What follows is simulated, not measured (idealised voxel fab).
Documented hereafter: the process module known as voxel quadruple lines.
Cross-sectional view cut (width: 200 nm; square cell size: 5 nm).
How to read a cross-section here: the picture is a grid of square cells, written as bands going from the top down, and any band can span one or more rows of cells.
Quick guide to a band line: top height, bottom height (nm) up front; then every material left to right with its width in nm. Only one material and it's marked "full width"? Then it fills the band edge to edge. And "empty" just means empty space.
All heights in this document are referenced to 0, defined as the level beneath which the wafer, as received, consists entirely of one material. The lowest band is not bounded below; it extends indefinitely downward and is written in the form "top 0, no bottom".
The notation "30 to 40" denotes a width that varies across the rows of cells in the band, beginning at the first number in the top row, finishing at the second number in the bottom row, and changing by an identical amount from each row to the next.
"no alteration" (step): cross-section cells unchanged, all of them.
Any empty space of 8 cells or more lacking an open way to the top shows up in "Closed cavities" as width x height at distance, distance from the left edge, in nm.
Formally, on a step line, whatever follows the settings is a remark that the simulator itself makes on the step.
overlay nm: on a step with a mask, how far right of its planned place the mask lay; negative means left.

HERE'S WHAT THE PLANNED PROCESS STEPS LOOK LIKE
- 1: RECEIVE, material Si
- 2: CONFORMAL_DEP, material Al2O3, thk nm 5
- 3: DIRECTIONAL_DEP, material Ru, thk nm 10
- 4: DIRECTIONAL_DEP, material polySi, thk nm 20
- 5: DIRECTIONAL_DEP, material aC, thk nm 20
- 6: PATTERN, tone cover, mask id MANDREL, material resist, width nm 20, pitch nm 60, thk nm 30, overlay nm 0
- 7: DIRECTIONAL_ETCH, etch materials aC, depth nm 20
- 8: STRIP, etch materials resist
- 9: CONFORMAL_DEP, material SiO2, thk nm 10
- 10: DIRECTIONAL_ETCH, etch materials SiO2, depth nm 10
- 11: STRIP, etch materials aC
- 12: DIRECTIONAL_ETCH, etch materials polySi, depth nm 20
- 13: STRIP, etch materials SiO2
- 14: CONFORMAL_DEP, material SiN, thk nm 5
- 15: DIRECTIONAL_ETCH, etch materials SiN, depth nm 5
- 16: STRIP, etch materials polySi
- 17: DIRECTIONAL_ETCH, etch materials Ru, depth nm 10
- 18: STRIP, etch materials SiN
- 19: FILL_DEP, material SiO2, thk nm 10
- 20: CMP, height nm 15

SO THIS IS THE INCOMING WAFER IN CROSS-SECTION - IT'S ALREADY BEEN THROUGH STEP 1
top 0, no bottom  Si full width
Closed cavities: none

FINAL WAFER PROFILE IN CROSS-SECTION AFTER THE MODULE, FROM THE SAME START AND PLAN AS ABOVE, WITH ONE MISTAKE MADE DURING PROCESSING
top 15, bottom 5  SiO2 55, Ru 5, SiO2 10, Ru 5, SiO2 10, Ru 5, SiO2 10, Ru 5, SiO2 10, Ru 5, SiO2 10, Ru 5, SiO2 10, Ru 5, SiO2 10, Ru 5, SiO2 35
top 5, bottom 0  Al2O3 full width
top 0, no bottom  Si full width
Closed cavities: none
Where did the run depart from the plan? step 6 off recipe, ran as PATTERN, tone cover, mask id MANDREL, material resist, width nm 20, pitch nm 60, thk nm 30, overlay nm 10
